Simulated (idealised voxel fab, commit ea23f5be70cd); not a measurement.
Documented hereafter: the process module known as voxel trench capacitor.
The figure presents cross-section cut, which has a width of 220 nm and is divided into square cells with an edge length of 5 nm.
Think of the cross-section as a grid of square cells. We describe it in bands, top to bottom, and each band covers one or more rows of those cells.
It is stipulated that each band's entry specify, in nanometres, the height of the top of the band and then that of its bottom, followed by the materials of the band in left-to-right sequence, each together with its width in nanometres. A single material marked by the word "edge to edge" is understood to fill the band from edge to edge; the word "air" is understood to denote empty space.
Height datum 0, below which the as-received substrate wafer is one material. Lowest band open at the bottom, running downward: "z 0 and below".
A width given as "30->40" starts at the first number in the band's top row and ends at the second number in its bottom row, shifting by an equal amount at every step from row to row.
Basically "remained the same" means that step didn't change any cell in the cross-section.
Any empty space of 8 cells or more lacking an open way to the top shows up in "Closed void register" as width x height at distance, distance from the left edge, in nm.
Anything after a step's settings on that line? It's the simulator's own note about the step.
On any step carrying a mask, the "overlay nm" setting, if present on the step's line, tells how far right of its planned place the mask lay; negative values point to the left.
[The process steps that were planned are listed below]
| 1 | RECEIVE,material Si |
| 2 | CONFORMAL_DEP,material SiN,thk nm 10 |
| 3 | DIRECTIONAL_DEP,material aC,thk nm 15 |
| 4 | PATTERN,tone open,mask id TRENCH,material resist,width nm 20,pitch nm 50,thk nm 30,overlay nm 0 |
| 5 | DIRECTIONAL_ETCH,etch materials aC,depth nm 15 |
| 6 | STRIP,etch materials resist |
| 7 | DIRECTIONAL_ETCH,etch materials SiN,depth nm 10 |
| 8 | DIRECTIONAL_ETCH,etch materials Si,depth nm 30 |
| 9 | STRIP,etch materials aC |
| 10 | CONFORMAL_DEP,material Al2O3,thk nm 5 |
| 11 | FILL_DEP,material polySi,thk nm 5 |
| 12 | CMP,height nm 10 |
[The first wafer of two, processed as planned]
[Cross-section, incoming material, after step 1]
* z 0 and below | Si edge to edge
* Closed void register: none
[The following cross-section depicts the wafer upon completion of step 2]
* z 10 to 0 | SiN edge to edge
* Nothing below the height 0 has changed.
[The following cross-section depicts the wafer upon completion of step 3]
* z 25 to 10 | aC edge to edge
* Nothing below the height 10 has changed.
[The following cross-section depicts the wafer upon completion of step 4]
* z 55 to 25 | 75 nm resist  20 nm air  30 nm resist  20 nm air  75 nm resist
* Nothing below the height 25 has changed.
[The following cross-section depicts the wafer upon completion of step 5]
* z 40 to 25 | 75 nm resist  20 nm air  30 nm resist  20 nm air  75 nm resist
* z 25 to 10 | 75 nm aC  20 nm air  30 nm aC  20 nm air  75 nm aC
* Nothing below the height 10 has changed.
[The following cross-section depicts the wafer upon completion of step 6]
* z 25 to 10 | 75 nm aC  20 nm air  30 nm aC  20 nm air  75 nm aC
* Nothing below the height 10 has changed.
[The following cross-section depicts the wafer upon completion of step 7]
* z 25 to 10 | 75 nm aC  20 nm air  30 nm aC  20 nm air  75 nm aC
* z 10 to 0 | 75 nm SiN  20 nm air  30 nm SiN  20 nm air  75 nm SiN
* Nothing below the height 0 has changed.
[The following cross-section depicts the wafer upon completion of step 8]
* z 25 to 10 | 75 nm aC  20 nm air  30 nm aC  20 nm air  75 nm aC
* z 10 to 0 | 75 nm SiN  20 nm air  30 nm SiN  20 nm air  75 nm SiN
* z 0 to -30 | 75 nm Si  20 nm air  30 nm Si  20 nm air  75 nm Si
* Nothing below the height -30 has changed.
[The following cross-section depicts the wafer upon completion of step 9]
* z 10 to 0 | 75 nm SiN  20 nm air  30 nm SiN  20 nm air  75 nm SiN
* Nothing below the height 0 has changed.
[The following cross-section depicts the wafer upon completion of step 10]
* z 15 to 10 | 80 nm Al2O3  10 nm air  40 nm Al2O3  10 nm air  80 nm Al2O3
* z 10 to 0 | 75 nm SiN  5 nm Al2O3  10 nm air  5 nm Al2O3  30 nm SiN  5 nm Al2O3  10 nm air  5 nm Al2O3  75 nm SiN
* z 0 to -25 | 75 nm Si  5 nm Al2O3  10 nm air  5 nm Al2O3  30 nm Si  5 nm Al2O3  10 nm air  5 nm Al2O3  75 nm Si
* z -25 to -30 | 75 nm Si  20 nm Al2O3  30 nm Si  20 nm Al2O3  75 nm Si
* Nothing below the height -30 has changed.
[The following cross-section depicts the wafer upon completion of step 11]
* z 20 to 15 | polySi edge to edge
* z 15 to 10 | 80 nm Al2O3  10 nm polySi  40 nm Al2O3  10 nm polySi  80 nm Al2O3
* z 10 to 0 | 75 nm SiN  5 nm Al2O3  10 nm polySi  5 nm Al2O3  30 nm SiN  5 nm Al2O3  10 nm polySi  5 nm Al2O3  75 nm SiN
* z 0 to -25 | 75 nm Si  5 nm Al2O3  10 nm polySi  5 nm Al2O3  30 nm Si  5 nm Al2O3  10 nm polySi  5 nm Al2O3  75 nm Si
* Nothing below the height -25 has changed.
[The following cross-section depicts the wafer upon completion of step 12]
* z 10 to 0 | 75 nm SiN  5 nm Al2O3  10 nm polySi  5 nm Al2O3  30 nm SiN  5 nm Al2O3  10 nm polySi  5 nm Al2O3  75 nm SiN
* Nothing below the height 0 has changed.
[Here the second wafer is described. Its start and its plan were those of the first wafer. Its run contained one mistake. Up to and including step 5, it did exactly what the first wafer did]
Cross-section of the second wafer when, according to plan, step 6 should have finished: remained the same
[Cross-section of the second wafer when, according to plan, step 7 should have finished]
* z 40 to 25 | 75 nm resist  20 nm air  30 nm resist  20 nm air  75 nm resist
* z 25 to 10 | 75 nm aC  20 nm air  30 nm aC  20 nm air  75 nm aC
* z 10 to 0 | 75 nm SiN  20 nm air  30 nm SiN  20 nm air  75 nm SiN
* Nothing below the height 0 has changed.
[Cross-section of the second wafer when, according to plan, step 8 should have finished]
* z 40 to 25 | 75 nm resist  20 nm air  30 nm resist  20 nm air  75 nm resist
* z 25 to 10 | 75 nm aC  20 nm air  30 nm aC  20 nm air  75 nm aC
* z 10 to 0 | 75 nm SiN  20 nm air  30 nm SiN  20 nm air  75 nm SiN
* z 0 to -30 | 75 nm Si  20 nm air  30 nm Si  20 nm air  75 nm Si
* Nothing below the height -30 has changed.
[Cross-section of the second wafer when, according to plan, step 9 should have finished]
* z 10 to 0 | 75 nm SiN  20 nm air  30 nm SiN  20 nm air  75 nm SiN
* Nothing below the height 0 has changed.
[Cross-section of the second wafer when, according to plan, step 10 should have finished]
* z 15 to 10 | 80 nm Al2O3  10 nm air  40 nm Al2O3  10 nm air  80 nm Al2O3
* z 10 to 0 | 75 nm SiN  5 nm Al2O3  10 nm air  5 nm Al2O3  30 nm SiN  5 nm Al2O3  10 nm air  5 nm Al2O3  75 nm SiN
* z 0 to -25 | 75 nm Si  5 nm Al2O3  10 nm air  5 nm Al2O3  30 nm Si  5 nm Al2O3  10 nm air  5 nm Al2O3  75 nm Si
* z -25 to -30 | 75 nm Si  20 nm Al2O3  30 nm Si  20 nm Al2O3  75 nm Si
* Nothing below the height -30 has changed.
[Cross-section of the second wafer when, according to plan, step 11 should have finished]
* z 20 to 15 | polySi edge to edge
* z 15 to 10 | 80 nm Al2O3  10 nm polySi  40 nm Al2O3  10 nm polySi  80 nm Al2O3
* z 10 to 0 | 75 nm SiN  5 nm Al2O3  10 nm polySi  5 nm Al2O3  30 nm SiN  5 nm Al2O3  10 nm polySi  5 nm Al2O3  75 nm SiN
* z 0 to -25 | 75 nm Si  5 nm Al2O3  10 nm polySi  5 nm Al2O3  30 nm Si  5 nm Al2O3  10 nm polySi  5 nm Al2O3  75 nm Si
* Nothing below the height -25 has changed.
[Cross-section of the second wafer when, according to plan, step 12 should have finished]
* z 10 to 0 | 75 nm SiN  5 nm Al2O3  10 nm polySi  5 nm Al2O3  30 nm SiN  5 nm Al2O3  10 nm polySi  5 nm Al2O3  75 nm SiN
* Nothing below the height 0 has changed.
It is concluded that the wafer was processed incorrectly with respect to the plan, in that the plan's step 6 went unexecuted, having been skipped
The two wafers wind up with the same cross-section at the end, so whatever this model computes is the same despite the mistake.
